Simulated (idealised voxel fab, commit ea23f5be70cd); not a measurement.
The process module that follows is named voxel double patterning.
Shown is cross-section cut, with a width of 175 nm and square cells of size 5 nm.
For the purposes of this document, a cross-section shall be understood as a grid of square cells, specified as bands listed in top-to-bottom order, each band consisting of one or more rows of cells. For a band, the entry starts with two heights in nm, that of the top and then that of the bottom, and carries on with the band's materials in order from left to right, each alongside its width in nm; the word "everywhere" beside a single material means it fills the band edge to edge, and "blank" means empty space. Where do heights start? At 0: under that level the wafer as delivered is made of one material only. And the lowest band has no floor; it just carries on downward, as in "0 down". A width given as "30->40" starts at the first number in the band's top row and ends at the second number in its bottom row, shifting by an equal amount at every step from row to row. Where a step carries "no alterations made", the cross-section came out of it unchanged, cell for cell. Basically, "Tabulated closed voids" tells you about the enclosed voids: empty spaces with no open way to the top, 8 cells or bigger, each written width x height at distance, where distance is from the left edge, all in nm. If you see something after the settings on a step's line, that's the simulator's own remark about that step. overlay nm: on a step with a mask, how far right of its planned place the mask lay; negative means left.

## The process steps that were planned are listed below
step 1: RECEIVE,material Si
step 2: CONFORMAL_DEP,material SiO2,thk nm 5
step 3: DIRECTIONAL_DEP,material W,thk nm 10
step 4: DIRECTIONAL_DEP,material SiCN,thk nm 10
step 5: DIRECTIONAL_DEP,material aC,thk nm 10
step 6: PATTERN,tone open,mask id FIRST,material resist,width nm 15,pitch nm 50,thk nm 30,overlay nm 0
step 7: DIRECTIONAL_ETCH,etch materials aC,depth nm 10
step 8: STRIP,etch materials resist
step 9: DIRECTIONAL_ETCH,etch materials SiCN,depth nm 10
step 10: STRIP,etch materials aC
step 11: PATTERN,tone open,mask id SECOND,material resist,width nm 15,thk nm 20,overlay nm 0
step 12: DIRECTIONAL_ETCH,etch materials SiCN,depth nm 10
step 13: STRIP,etch materials resist
step 14: DIRECTIONAL_ETCH,etch materials W,depth nm 10
step 15: STRIP,etch materials SiCN

## Cross-section of the incoming wafer, state after step 1
* 0 down | Si everywhere
* Tabulated closed voids: none

## This is how the wafer looks in cross-section once the module is done, given the starting state and plan above and one mistake in carrying the plan out
* 15 to 10 | SiO2 everywhere
* 10 to 0 | W everywhere
* 0 down | Si everywhere
* Tabulated closed voids: none
Against the plan, the run slipped here: steps 2 and 3 were swapped
